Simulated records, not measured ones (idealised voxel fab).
process module | voxel self aligned vias
Cross-sectional view cut (width: 290 nm; square cell size: 5 nm).
Cross-sections here: square-cell grids, written as top-down lists of bands, a band being one or more rows of cells.
A band entry consists of two parts. The first gives the height of the band's top and the height of its bottom, in nm. The rest lists the band's materials from left to right, each with its width in nm. A single material labelled with the word "edge to edge" fills the band from edge to edge, and the word "empty" marks empty space.
Convention: height 0 is the level below which the wafer, as received, is all one material. The lowest band does not terminate at the bottom but continues downward, represented as "from 0 down".
It should be noted that a width expressed as "30 to 40" varies in equal increments from row to row of cells within the band, taking the value of the first number at the top row and that of the second number at the bottom row.
"no modifications" after a step means that no cell of the cross-section changed.
So "Voids, fully enclosed" is basically the list of trapped voids: any empty space of 8 cells or more that can't reach the top through an opening. They're written width x height at distance, the distance being from the left edge, and it's all nm.
Heads up: the bit after the settings on a step's line is the simulator's remark on that step.
"overlay nm" denotes, for a step that has a mask, the displacement of the mask to the right of its planned place, with negative values corresponding to the left.
# So here's the lineup of process steps we planned
1,RECEIVE with material Si
2,CONFORMAL_DEP with material SiO2, thk nm 15
3,CONFORMAL_DEP with material SiCN, thk nm 5
4,DIRECTIONAL_DEP with material lowk, thk nm 30
5,DIRECTIONAL_DEP with material aC, thk nm 15
6,PATTERN with tone open, mask id LINES, material resist, width nm 25, pitch nm 60, thk nm 35, overlay nm 0
7,DIRECTIONAL_ETCH with etch materials aC, depth nm 15
8,STRIP with etch materials resist
9,DIRECTIONAL_ETCH with etch materials lowk, depth nm 30
10,STRIP with etch materials aC
11,CONFORMAL_DEP with material TiN, thk nm 5
12,FILL_DEP with material W, thk nm 10
13,CMP with height nm 50
14,SELECTIVE_ETCH with etch materials W Ru TiN, depth nm 5
15,FILL_DEP with material SiN, thk nm 10
16,CMP with height nm 50
17,DIRECTIONAL_DEP with material lowk, thk nm 15
18,MASKED_ETCH with tone open, mask id VIAS, width nm 45, pitch nm 60, etch materials lowk, depth nm 15, overlay nm 0
19,MASKED_ETCH with tone open, mask id VIAS, width nm 45, pitch nm 60, etch materials SiN, depth nm 5, overlay nm 0
20,CONFORMAL_DEP with material TiN, thk nm 5
21,FILL_DEP with material Cu, thk nm 5
22,CMP with height nm 65
23,CONFORMAL_DEP with material SiCN, thk nm 5
# Received-state cross-section, reflecting completion of step 1
	from 0 down  Si edge to edge
	Voids, fully enclosed: none
# Wafer cross-section at module end: first of two, run to plan
	from 70 to 65  SiCN edge to edge
	from 65 to 55  60 of lowk | 5 of TiN | 35 of Cu | 5 of TiN | 15 of lowk | 5 of TiN | 35 of Cu | 5 of TiN | 15 of lowk | 5 of TiN | 35 of Cu | 5 of TiN | 65 of lowk
	from 55 to 50  60 of lowk | 15 of TiN | 15 of Cu | 15 of TiN | 15 of lowk | 15 of TiN | 15 of Cu | 15 of TiN | 15 of lowk | 15 of TiN | 15 of Cu | 15 of TiN | 65 of lowk
	from 50 to 45  70 of lowk | 25 of TiN | 35 of lowk | 25 of TiN | 35 of lowk | 25 of TiN | 75 of lowk
	from 45 to 25  70 of lowk | 5 of TiN | 15 of W | 5 of TiN | 35 of lowk | 5 of TiN | 15 of W | 5 of TiN | 35 of lowk | 5 of TiN | 15 of W | 5 of TiN | 75 of lowk
	from 25 to 20  70 of lowk | 25 of TiN | 35 of lowk | 25 of TiN | 35 of lowk | 25 of TiN | 75 of lowk
	from 20 to 15  SiCN edge to edge
	from 15 to 0  SiO2 edge to edge
	from 0 down  Si edge to edge
	Voids, fully enclosed: none
# Here's the second of our two wafers sectioned at module end. Same start as the first, same plan, but one mistake got made running it
	from 70 to 65  SiCN edge to edge
	from 65 to 55  60 of lowk | 5 of TiN | 35 of Cu | 5 of TiN | 15 of lowk | 5 of TiN | 35 of Cu | 5 of TiN | 15 of lowk | 5 of TiN | 35 of Cu | 5 of TiN | 65 of lowk
	from 55 to 50  60 of lowk | 45 of TiN | 15 of lowk | 45 of TiN | 15 of lowk | 45 of TiN | 65 of lowk
	from 50 to 45  60 of SiN | 10 of TiN | 25 of lowk | 10 of TiN | 15 of SiN | 10 of TiN | 25 of lowk | 10 of TiN | 15 of SiN | 10 of TiN | 25 of lowk | 10 of TiN | 65 of SiN
	from 45 to 25  65 of W | 5 of TiN | 25 of lowk | 5 of TiN | 25 of W | 5 of TiN | 25 of lowk | 5 of TiN | 25 of W | 5 of TiN | 25 of lowk | 5 of TiN | 70 of W
	from 25 to 20  70 of TiN | 25 of lowk | 35 of TiN | 25 of lowk | 35 of TiN | 25 of lowk | 75 of TiN
	from 20 to 15  SiCN edge to edge
	from 15 to 0  SiO2 edge to edge
	from 0 down  Si edge to edge
	Voids, fully enclosed: none
Plan not followed: step 6 went in with a setting other than planned; the actual run was PATTERN with tone cover, mask id LINES, material resist, width nm 25, pitch nm 60, thk nm 35, overlay nm 0
It is noted that, at the conclusion of processing, the second wafer exhibits a higher or lower cell count for certain materials relative to the first: Cu: 9 fewer; SiN: 31 more; TiN: 34 more; W: 112 more; lowk: 168 fewer
